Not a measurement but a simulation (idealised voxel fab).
The process module presented herein is designated voxel gate over fins.
The width of the displayed cross-section, cut, is 260 nm; its cells are square, with a size of 5 nm.
The cross-sections in this document take the form of a grid made of square cells. They are written out as bands, in order from top to bottom. Each band consists of one or more rows of cells. Band: top height; bottom height; in nm. Then, left to right: material with width in nm, for each material. "throughout": a single material spanning edge to edge. "blank": empty space. Ref level 0: as-received wafer is one material below here. Bottom band extends down with no lower bound ("0 and below"). You'd read "30 to 40" like this: the band's top row of cells is as wide as the first number, its bottom row is as wide as the second, and going down, every row changes width by the same amount as the row before did. You'll sometimes find "everything unchanged" written for a step, and that's the way of saying that nowhere in the cross-section did a cell change during that step. You'll see "Unvented cavities" listing empty spaces that have no way open to the top, as long as they're 8 cells or more; the notation is width x height at distance, where the distance is from the left edge, and all of it is in nm. That trailing text on a step's line, after the settings, is the simulator's own remark on the step. You can add "overlay nm" to a step's line. For a step with a mask, it describes how far the mask lay to the right of its planned position, and a negative number describes a lay to the left.
### So here's the lineup of process steps we planned
1) RECEIVE | material Si
2) CONFORMAL_DEP | material SiN | thk nm 5
3) MASKED_ETCH | tone cover | mask id FINS | width nm 15 | pitch nm 35 | etch materials SiN | depth nm 5 | overlay nm -15
4) MASKED_ETCH | tone cover | mask id FINS | width nm 15 | pitch nm 35 | etch materials Si | depth nm 35 | overlay nm 0
5) OXIDIZE | depth nm 5
6) FILL_DEP | material SiO2 | thk nm 15
7) CMP | height nm 5
8) SELECTIVE_ETCH | etch materials SiO2 | depth nm 20
9) STRIP | etch materials SiN
10) CONFORMAL_DEP | material HfO2 | thk nm 5
11) CONFORMAL_DEP | material TiN | thk nm 5
12) CONFORMAL_DEP | material TiAl | thk nm 5
13) CONFORMAL_DEP | material TiN | thk nm 5
14) FILL_DEP | material W | thk nm 15
15) CMP | height nm 30
16) CONFORMAL_DEP | material SiN | thk nm 10
Heads up: all these wafers start the same, and what changes between them is the overlay nm in step 3. The value you see in the plan is just what the first wafer got.
### First of several wafers, received after step 1, in cross-section
0 and below  Si throughout
Unvented cavities: none
### Each row below is a wafer at the end of the module, listing for every material the number of cells it has gained (+) or lost (-) since it was received, followed by its closed voids
overlay nm -15; +64 HfO2; -358 Si; +104 SiN; +220 SiO2; +60 TiAl; +120 TiN; +206 W; Unvented cavities: none
overlay nm -10; +64 HfO2; -372 Si; +104 SiN; +230 SiO2; +60 TiAl; +122 TiN; +208 W; Unvented cavities: none
overlay nm -5; +64 HfO2; -386 Si; +104 SiN; +240 SiO2; +62 TiAl; +122 TiN; +210 W; Unvented cavities: none
overlay nm 0; +64 HfO2; -400 Si; +104 SiN; +250 SiO2; +64 TiAl; +122 TiN; +212 W; Unvented cavities: none
overlay nm 5; +64 HfO2; -386 Si; +104 SiN; +240 SiO2; +62 TiAl; +122 TiN; +210 W; Unvented cavities: none
overlay nm 10; +64 HfO2; -372 Si; +104 SiN; +230 SiO2; +60 TiAl; +122 TiN; +208 W; Unvented cavities: none
overlay nm 15; +64 HfO2; -358 Si; +104 SiN; +220 SiO2; +60 TiAl; +120 TiN; +206 W; Unvented cavities: none
